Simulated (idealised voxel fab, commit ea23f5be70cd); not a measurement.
Module name: voxel tone inversion (process module)
In the cross-section labelled cut, the width is 195 nm and each square cell is 5 nm.
In what follows, cross-sections appear as grids of square cells, described through bands that run from the top down, where every band is one or more rows of cells.
Per band: top height and bottom height in nm, followed by the left-to-right materials and their widths in nm; "everywhere" marks a single material spanning edge to edge, "air" marks empty space.
It should be noted that heights are counted from 0, beneath which the wafer as supplied is of one material throughout, and that the lowest band possesses no lower boundary but continues downward, as written in "0..down".
Quick explanation for "30..40": the width changes in equal steps down the rows of cells, from the first number in the band's top row to the second number in its bottom row.
For the purposes of this document, the phrase "remained unchanged" attached to a step denotes that no cell within the cross-section was modified by that step.
Empty spaces counting at least 8 cells and having no open way to the top are listed in "Entrapped void list". The notation width x height at distance is used for each, the distance being from the left edge and all three values in nm.
On each step's line, the part that comes after the settings is the simulator's own comment on the step.
The "overlay nm" setting may appear on a step's line; for a step that uses a mask, it gives how far to the right of its planned position the mask lay, and a negative value indicates the left.
-- Set out below are the planned steps of the process
1) op RECEIVE | material Si
2) op CONFORMAL_DEP | material SiCN | thk nm 10
3) op DIRECTIONAL_DEP | material aC | thk nm 15
4) op PATTERN | tone cover | mask id POSTS | material resist | width nm 25 | pitch nm 55 | thk nm 25 | overlay nm 0
5) op DIRECTIONAL_ETCH | etch materials aC | depth nm 15
6) op STRIP | etch materials resist
7) op FILL_DEP | material lowk | thk nm 5
8) op CMP | height nm 25
9) op STRIP | etch materials aC
-- Cross-section of the wafer at receipt, which is the condition after step 1
    0..down: Si everywhere
    Entrapped void list: none
-- First wafer of two, sectioned at end of module; run went per plan
    25..10: lowk 30 / air 25 / lowk 30 / air 25 / lowk 30 / air 25 / lowk 30
    10..0: SiCN everywhere
    0..down: Si everywhere
    Entrapped void list: none
-- Second wafer of the two, sectioned at the end of the module. It began like the first and followed the same plan, but one mistake was made while running it
    25..10: SiCN 30 / air 25 / SiCN 30 / air 25 / SiCN 30 / air 25 / SiCN 30
    10..0: SiCN everywhere
    0..down: Si everywhere
    Entrapped void list: none
Deviation noted in wafer processing: rather than as planned, step 7 actually ran as op FILL_DEP | material SiCN | thk nm 5
FYI, end of process, the second wafer has more or fewer cells of some materials than the first: SiCN +72, lowk -72
